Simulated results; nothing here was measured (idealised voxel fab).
The following process module bears the name voxel tone inversion.
For reference, the cross-section in this document is cut, with width 300 nm and square cells of 5 nm.
Think of the cross-section as a grid of square cells. We describe it in bands, top to bottom, and each band covers one or more rows of those cells. Within each band entry, the heights of the top and of the bottom of the band appear first, in that order and in nm; the materials of the band then follow from left to right, each with its corresponding width in nm. The designation "all across" on a single material indicates that it fills the band from edge to edge; the designation "empty" indicates empty space. Heights are measured from 0, the level below which the as-received wafer is all one material; the lowest band has no bottom and continues downward, written as in "0..down". It should be noted that a width expressed as "30..40" varies in equal increments from row to row of cells within the band, taking the value of the first number at the top row and that of the second number at the bottom row. When a step is marked "stayed the same", none of the cells in the cross-section changed during that step. Entry "Closed empty spaces". Content: empty spaces with no open connection to the top, size 8 cells or greater. Each: width x height at distance. Distance: from left edge. Unit: nm. Where a step's line continues beyond its settings, the continuation is a remark by the simulator itself on that step. overlay nm: step with mask; distance mask lay right of planned place; negative value = left of planned place.

The process steps that were planned are listed below
1 op RECEIVE | material Si
2 op CONFORMAL_DEP | material SiCN | thk nm 10
3 op DIRECTIONAL_DEP | material polySi | thk nm 20
4 op PATTERN | tone cover | mask id POSTS | material resist | width nm 15 | pitch nm 55 | thk nm 30 | overlay nm 0
5 op DIRECTIONAL_ETCH | etch materials polySi | depth nm 20
6 op STRIP | etch materials resist
7 op FILL_DEP | material SiO2 | thk nm 10
8 op CMP | height nm 30
9 op STRIP | etch materials polySi
10 op CONFORMAL_DEP | material TiN | thk nm 5
11 op FILL_DEP | material Cu | thk nm 10
12 op CMP | height nm 30
13 op CONFORMAL_DEP | material SiN | thk nm 5
What sets these wafers apart? The width nm at step 4. They all start alike, and the plan carries the first wafer's value.

Cross-section of the first incoming wafer of several, state after step 1
* 0..down = Si all across
* Closed empty spaces: none

Wafer cross-section (first of several) - module end, post step 13 (last step)
* 35..30 = SiN all across
* 30..15 = 60 SiO2, 5 TiN, 5 Cu, 5 TiN, 40 SiO2, 5 TiN, 5 Cu, 5 TiN, 40 SiO2, 5 TiN, 5 Cu, 5 TiN, 40 SiO2, 5 TiN, 5 Cu, 5 TiN, 60 SiO2
* 15..10 = 60 SiO2, 15 TiN, 40 SiO2, 15 TiN, 40 SiO2, 15 TiN, 40 SiO2, 15 TiN, 60 SiO2
* 10..0 = SiCN all across
* 0..down = Si all across
* Closed empty spaces: none

Module end, final wafer: cross-section
* 35..30 = SiN all across
* 30..15 = 50 SiO2, 5 TiN, 30 Cu, 5 TiN, 15 SiO2, 5 TiN, 30 Cu, 5 TiN, 15 SiO2, 5 TiN, 30 Cu, 5 TiN, 15 SiO2, 5 TiN, 30 Cu, 5 TiN, 45 SiO2
* 15..10 = 50 SiO2, 40 TiN, 15 SiO2, 40 TiN, 15 SiO2, 40 TiN, 15 SiO2, 40 TiN, 45 SiO2
* 10..0 = SiCN all across
* 0..down = Si all across
* Closed empty spaces: none

wafer rows; end of module; cells per material since receipt: (+) gained, (-) lost; then closed voids
width nm 15; +12 Cu; +120 SiCN; +60 SiN; +192 SiO2; +36 TiN; Closed empty spaces: none
width nm 20; +24 Cu; +120 SiCN; +60 SiN; +176 SiO2; +40 TiN; Closed empty spaces: none
width nm 25; +36 Cu; +120 SiCN; +60 SiN; +160 SiO2; +44 TiN; Closed empty spaces: none
width nm 30; +48 Cu; +120 SiCN; +60 SiN; +144 SiO2; +48 TiN; Closed empty spaces: none
width nm 35; +60 Cu; +120 SiCN; +60 SiN; +128 SiO2; +52 TiN; Closed empty spaces: none
width nm 40; +72 Cu; +120 SiCN; +60 SiN; +112 SiO2; +56 TiN; Closed empty spaces: none
